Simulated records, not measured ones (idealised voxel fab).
The following is a process module called voxel local oxidation.
cross-section cut | 240 nm wide | cells 5 nm
Reading order for cross-sections: top band down to bottom band. Underlying form: a grid of square cells. Band size: one or more rows of cells.
Per band: top height and bottom height in nm, followed by the left-to-right materials and their widths in nm; "everywhere" marks a single material spanning edge to edge, "blank" marks empty space.
Ref level 0: as-received wafer is one material below here. Bottom band extends down with no lower bound ("0 down").
The expression "30..40" gives the width at the extremes of the band, the first number at its top row of cells and the second at its bottom row, with the width changing by equal amounts from each row to the next in between.
Where the words "no modifications" appear for a step, the cross-section shows no cell changed by that step; every cell remained as before.
Entry "Encapsulated voids". Content: empty spaces with no open connection to the top, size 8 cells or greater. Each: width x height at distance. Distance: from left edge. Unit: nm.
Text after the settings on a step's line: the simulator's own remark on that step.
overlay nm: right-of-plan distance of the mask on a masked step; negative values mean left-of-plan.
LIST OF PLANNED PROCESS STEPS
1 RECEIVE (material Si)
2 CONFORMAL_DEP (material SiO2; thk nm 5)
3 CONFORMAL_DEP (material SiN; thk nm 10)
4 PATTERN (tone cover; mask id ACTIVE; material resist; width nm 95; thk nm 15; overlay nm 0)
5 DIRECTIONAL_ETCH (etch materials SiN; depth nm 10)
6 STRIP (etch materials resist)
7 SELECTIVE_ETCH (etch materials SiO2; depth nm 5)
8 OXIDIZE (depth nm 10)
9 STRIP (etch materials SiN)
FIRST OF TWO WAFERS, WITH THE RUN CARRIED OUT AS PLANNED
AS RECEIVED, AFTER STEP 1
- 0 down | Si everywhere
- Encapsulated voids: none
STEP 2 DONE - WAFER CROSS-SECTION
- 5 to 0 | SiO2 everywhere
- Below 0 it's all the same as before, nothing changed down there.
STEP 3 DONE - WAFER CROSS-SECTION
- 15 to 5 | SiN everywhere
- Below 5 it's all the same as before, nothing changed down there.
STEP 4 DONE - WAFER CROSS-SECTION
- 30 to 15 | 70 of blank, 95 of resist, 75 of blank
- Below 15 it's all the same as before, nothing changed down there.
STEP 5 DONE - WAFER CROSS-SECTION
- 30 to 15 | 70 of blank, 95 of resist, 75 of blank
- 15 to 5 | 70 of blank, 95 of SiN, 75 of blank
- Below 5 it's all the same as before, nothing changed down there.
STEP 6 DONE - WAFER CROSS-SECTION
- 15 to 5 | 70 of blank, 95 of SiN, 75 of blank
- Below 5 it's all the same as before, nothing changed down there.
STEP 7 DONE - WAFER CROSS-SECTION
- 15 to 5 | 70 of blank, 95 of SiN, 75 of blank
- 5 to 0 | 75 of blank, 85 of SiO2, 80 of blank
- Below 0 it's all the same as before, nothing changed down there.
STEP 8 DONE - WAFER CROSS-SECTION
- 15 to 5 | 70 of blank, 95 of SiN, 75 of blank
- 5 to 0 | 75 of blank, 85 of SiO2, 80 of blank
- 0 to -10 | 85 of SiO2, 65 of Si, 90 of SiO2
- Below -10 it's all the same as before, nothing changed down there.
STEP 9 DONE - WAFER CROSS-SECTION
- 5 to 0 | 75 of blank, 85 of SiO2, 80 of blank
- Below 0 it's all the same as before, nothing changed down there.
OKAY, SECOND WAFER. NOTHING DIFFERENT AT THE START, NOTHING DIFFERENT IN THE PLAN, JUST ONE MISTAKE SOMEWHERE IN THE RUNNING. AS FAR AS STEP 1, COUNTING THAT STEP, IT'S THE FIRST WAFER ALL OVER AGAIN
Here is the second wafer in cross-section at the point where step 2 of the plan should have been done: no modifications
HERE IS THE SECOND WAFER IN CROSS-SECTION AT THE POINT WHERE STEP 3 OF THE PLAN SHOULD HAVE BEEN DONE
- 10 to 0 | SiN everywhere
- Below 0 it's all the same as before, nothing changed down there.
HERE IS THE SECOND WAFER IN CROSS-SECTION AT THE POINT WHERE STEP 4 OF THE PLAN SHOULD HAVE BEEN DONE
- 25 to 10 | 70 of blank, 95 of resist, 75 of blank
- Below 10 it's all the same as before, nothing changed down there.
HERE IS THE SECOND WAFER IN CROSS-SECTION AT THE POINT WHERE STEP 5 OF THE PLAN SHOULD HAVE BEEN DONE
- 25 to 10 | 70 of blank, 95 of resist, 75 of blank
- 10 to 0 | 70 of blank, 95 of SiN, 75 of blank
- Below 0 it's all the same as before, nothing changed down there.
HERE IS THE SECOND WAFER IN CROSS-SECTION AT THE POINT WHERE STEP 6 OF THE PLAN SHOULD HAVE BEEN DONE
- 10 to 0 | 70 of blank, 95 of SiN, 75 of blank
- Below 0 it's all the same as before, nothing changed down there.
Here is the second wafer in cross-section at the point where step 7 of the plan should have been done: no modifications
HERE IS THE SECOND WAFER IN CROSS-SECTION AT THE POINT WHERE STEP 8 OF THE PLAN SHOULD HAVE BEEN DONE
- 10 to 0 | 70 of blank, 95 of SiN, 75 of blank
- 0 to -10 | 80 of SiO2, 75 of Si, 85 of SiO2
- Below -10 it's all the same as before, nothing changed down there.
HERE IS THE SECOND WAFER IN CROSS-SECTION AT THE POINT WHERE STEP 9 OF THE PLAN SHOULD HAVE BEEN DONE
- 0 to -10 | 80 of SiO2, 75 of Si, 85 of SiO2
- Below -10 it's all the same as before, nothing changed down there.
Where did the run depart from the plan? no execution of plan step 2; skipped
Looking at both finished wafers in cells, the second ends up ahead of or behind the first on some materials: +4 Si, -21 SiO2
